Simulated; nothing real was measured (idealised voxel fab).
Documented hereafter: the process module known as voxel released beams.
FYI the section here is cut, 180 nm wide, cells are 5 nm squares.
The cross-sections in this document take the form of a grid made of square cells. They are written out as bands, in order from top to bottom. Each band consists of one or more rows of cells.
Band entry format. Leading values: height of top, height of bottom, nm. Remainder: materials in left-to-right order, each with its width in nm. Special words: "throughout" on a single material, which then fills the band edge to edge; "air", empty space.
For the purposes of this specification, 0 denotes the height below which the wafer in its as-received condition is composed wholly of one material, and the lowermost band, lacking a lower limit, extends downward without end, as expressed in "from 0 down".
You'd read "30 to 40" like this: the band's top row of cells is as wide as the first number, its bottom row is as wide as the second, and going down, every row changes width by the same amount as the row before did.
Given "same as before" for a step, no cell of the cross-section differs between before and after that step.
So "Sealed-off cavities" is basically the list of trapped voids: any empty space of 8 cells or more that can't reach the top through an opening. They're written width x height at distance, the distance being from the left edge, and it's all nm.
Heads up: the bit after the settings on a step's line is the simulator's remark on that step.
Regarding "overlay nm": on a step with a mask, it is the distance the mask lay to the right of its planned place; a negative value places it to the left.

### Listed below are the process steps as planned
step 1: RECEIVE (material Si)
step 2: CONFORMAL_DEP (material Al2O3; thk nm 5)
step 3: DIRECTIONAL_DEP (material SiO2; thk nm 20)
step 4: PATTERN (tone open; mask id ANCHOR; material resist; width nm 40; thk nm 20; overlay nm 0)
step 5: DIRECTIONAL_ETCH (etch materials SiO2; depth nm 20)
step 6: STRIP (etch materials resist)
step 7: CONFORMAL_DEP (material polySi; thk nm 15)
step 8: DIRECTIONAL_DEP (material aC; thk nm 10)
step 9: PATTERN (tone cover; mask id BEAM; material resist; width nm 120; thk nm 25; overlay nm 0)
step 10: DIRECTIONAL_ETCH (etch materials aC; depth nm 10)
step 11: STRIP (etch materials resist)
step 12: DIRECTIONAL_ETCH (etch materials polySi; depth nm 15)
step 13: STRIP (etch materials aC)
step 14: STRIP (etch materials SiO2)

### This is the cross-section of the wafer as we received it, i.e. after step 1
> from 0 down | Si throughout
> Sealed-off cavities: none

### Cross-section, first of two wafers, end of module, run as planned
> from 40 to 25 | air (25); polySi (20); air (10); polySi (90); air (35)
> from 25 to 20 | air (30); polySi (15); air (10); polySi (15); air (110)
> from 20 to 5 | air (30); polySi (40); air (110)
> from 5 to 0 | Al2O3 throughout
> from 0 down | Si throughout
> Sealed-off cavities: none

### Here is the second of the two wafers cut open at the end of the module - same start, same plan as the first one, but we made one mistake running it
> from 40 to 25 | air (25); polySi (120); air (35)
> from 25 to 20 | Al2O3 throughout
> from 20 to 0 | SiO2 throughout
> from 0 down | Si throughout
> Sealed-off cavities: none
In executing the process, a mistake was made relative to the plan: step 2 ran in the slot meant for step 3, and vice versa
Upon completion, the second wafer contains, in terms of cells, a greater or smaller amount of certain materials than the first wafer: SiO2: 144 more, polySi: 24 fewer
